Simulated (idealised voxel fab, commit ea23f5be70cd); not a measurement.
The following process module bears the name voxel fin reveal.
Section shown: cut. Width: 280 nm. Cell size: 5 nm, square.
In this document a cross-section is written as a grid of square cells. It is given as a series of bands, listed from the top down, and a band is one or more rows of cells. Top height, bottom height, nm. Materials left to right, width each, nm. Single material + "all across" = fills band edge to edge. "empty" = empty. Beneath 0, the wafer as received is one material, and that level is where height counting begins. The lowest band goes on downward without a bottom; it is written like "top 0, no bottom". Top row gets the first number, bottom row gets the second, and each row in between changes by the same step: that is how a band width like "30 to 40" works. Where a step carries "nothing got changed", the cross-section came out of it unchanged, cell for cell. What "Trapped void list" gives you is every empty space of 8 cells or more that is cut off from the top. Each appears as width x height at distance, with the distance taken from the left edge and width, height and distance all in nm. Heads up: the bit after the settings on a step's line is the simulator's remark on that step. A step's line can hold "overlay nm"; with a mask on that step, the setting says how far right of the planned place the mask lay, while a negative setting says it lay to the left.
### Planned process steps
1: RECEIVE, material Si
2: CONFORMAL_DEP, material SiN, thk nm 5
3: DIRECTIONAL_DEP, material aC, thk nm 15
4: PATTERN, tone cover, mask id FINS, material resist, width nm 15, pitch nm 40, thk nm 30, overlay nm 0
5: DIRECTIONAL_ETCH, etch materials aC, depth nm 15
6: STRIP, etch materials resist
7: DIRECTIONAL_ETCH, etch materials SiN, depth nm 5
8: DIRECTIONAL_ETCH, etch materials Si, depth nm 40
9: STRIP, etch materials aC
10: FILL_DEP, material SiO2, thk nm 5
11: CMP, height nm 5
12: SELECTIVE_ETCH, etch materials SiO2, depth nm 35
13: STRIP, etch materials SiN
### Here's what the wafer looked like in cross-section when it arrived - that's after step 1
	top 0, no bottom = Si all across
	Trapped void list: none
### One mistake in running the module, otherwise start and plan as above: cross-section at the end
	top 0, bottom -30 = empty 70 nm, Si 20 nm, empty 20 nm, Si 20 nm, empty 20 nm, Si 20 nm, empty 20 nm, Si 20 nm, empty 70 nm
	top -30, bottom -40 = SiO2 70 nm, Si 20 nm, SiO2 20 nm, Si 20 nm, SiO2 20 nm, Si 20 nm, SiO2 20 nm, Si 20 nm, SiO2 70 nm
	top -40, no bottom = Si all across
	Trapped void list: none
Want to know what went wrong? step 4 was processed under conditions differing from the plan, specifically as PATTERN, tone cover, mask id FINS, material resist, width nm 20, pitch nm 40, thk nm 30, overlay nm 0
